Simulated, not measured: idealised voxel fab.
process module | voxel self aligned contacts
cross-section cut | 235 nm wide | cells 5 nm
A cross-section is a grid of square cells, given in bands from the top down. A band is one or more rows of cells.
Each band's line starts with the height of the band's top and of its bottom, in nm. Then come its materials from left to right, each with its width in nm. One material with "throughout" fills the band from edge to edge. "air" is empty space.
Height 0 is the level under which the wafer as received is all one material. The lowest band goes on downwards, as in "0 down".
A width such as "30 to 40" changes by the same amount from each row of cells to the next, from the band's top row to its bottom row.
"no change" after a step means that no cell of the cross-section changed.
closed voids: empty space of 8 cells or more with no open way to the top, each as width x height at its distance from the left edge, in nm
after a step's settings: what the simulator itself notes on the step
overlay nm, on a step with a mask: how far to the right of its planned place the mask lay; to the left if negative
plan
1 op RECEIVE | material Si
2 op CONFORMAL_DEP | material SiO2 | thk nm 5
3 op DIRECTIONAL_DEP | material polySi | thk nm 30
4 op DIRECTIONAL_DEP | material SiN | thk nm 20
5 op DIRECTIONAL_DEP | material aC | thk nm 15
6 op PATTERN | tone cover | mask id GATE | material resist | width nm 25 | pitch nm 60 | thk nm 30 | overlay nm 0
7 op DIRECTIONAL_ETCH | etch materials aC | depth nm 15
8 op STRIP | etch materials resist
9 op DIRECTIONAL_ETCH | etch materials SiN | depth nm 20
10 op DIRECTIONAL_ETCH | etch materials polySi | depth nm 30
11 op STRIP | etch materials aC
12 op CONFORMAL_DEP | material SiN | thk nm 10
13 op DIRECTIONAL_ETCH | etch materials SiN | depth nm 10
14 op FILL_DEP | material SiO2 | thk nm 15
15 op CMP | height nm 65
16 op MASKED_ETCH | tone open | mask id CONTACT | width nm 45 | pitch nm 60 | etch materials SiO2 | depth nm 65 | overlay nm 0
17 op CONFORMAL_DEP | material TiN | thk nm 5
18 op FILL_DEP | material W | thk nm 5
19 op CMP | height nm 65
20 op CONFORMAL_DEP | material SiN | thk nm 5
as received, after step 1
  0 down: Si throughout
  closed voids: none
first wafer at the end, as planned
  70 to 65: SiN throughout
  65 to 55: SiO2 65 | TiN 5 to 20 | W 35 to 5 | TiN 5 to 20 | SiO2 15 | TiN 5 to 20 | W 35 to 5 | TiN 5 to 20 | SiO2 65
  55 to 35: SiO2 35 | SiN 45 | TiN 5 | W 5 | TiN 5 | SiN 45 | TiN 5 | W 5 | TiN 5 | SiN 45 | SiO2 35
  35 to 5: SiO2 35 | SiN 10 | polySi 25 | SiN 10 | TiN 5 | W 5 | TiN 5 | SiN 10 | polySi 25 | SiN 10 | TiN 5 | W 5 | TiN 5 | SiN 10 | polySi 25 | SiN 10 | SiO2 35
  5 to 0: SiO2 80 | TiN 15 | SiO2 45 | TiN 15 | SiO2 80
  0 down: Si throughout
  closed voids: none
second wafer at the end: like start, like plan, one mistake
  70 to 65: SiN throughout
  65 to 55: SiO2 65 | TiN 5 to 20 | W 35 to 10 | TiN 5 to 15 | SiO2 15 | TiN 5 to 20 | W 35 to 10 | TiN 5 to 15 | SiO2 65
  55 to 35: SiO2 40 | SiN 40 | TiN 5 | W 10 | TiN 5 | SiN 40 | TiN 5 | W 10 | TiN 5 | SiN 40 | SiO2 35
  35 to 5: SiO2 40 | SiN 10 | polySi 20 | SiN 10 | TiN 5 | W 10 | TiN 5 | SiN 10 | polySi 20 | SiN 10 | TiN 5 | W 10 | TiN 5 | SiN 10 | polySi 20 | SiN 10 | SiO2 35
  5 to 0: SiO2 80 | TiN 20 | SiO2 40 | TiN 20 | SiO2 75
  0 down: Si throughout
  closed voids: none
what went wrong: step 6 ran as: op PATTERN | tone cover | mask id GATE | material resist | width nm 20 | pitch nm 60 | thk nm 30 | overlay nm 0
at the end the second wafer has, in cells: 12 fewer of SiN | 8 more of SiO2 | 22 more of W | 18 fewer of polySi
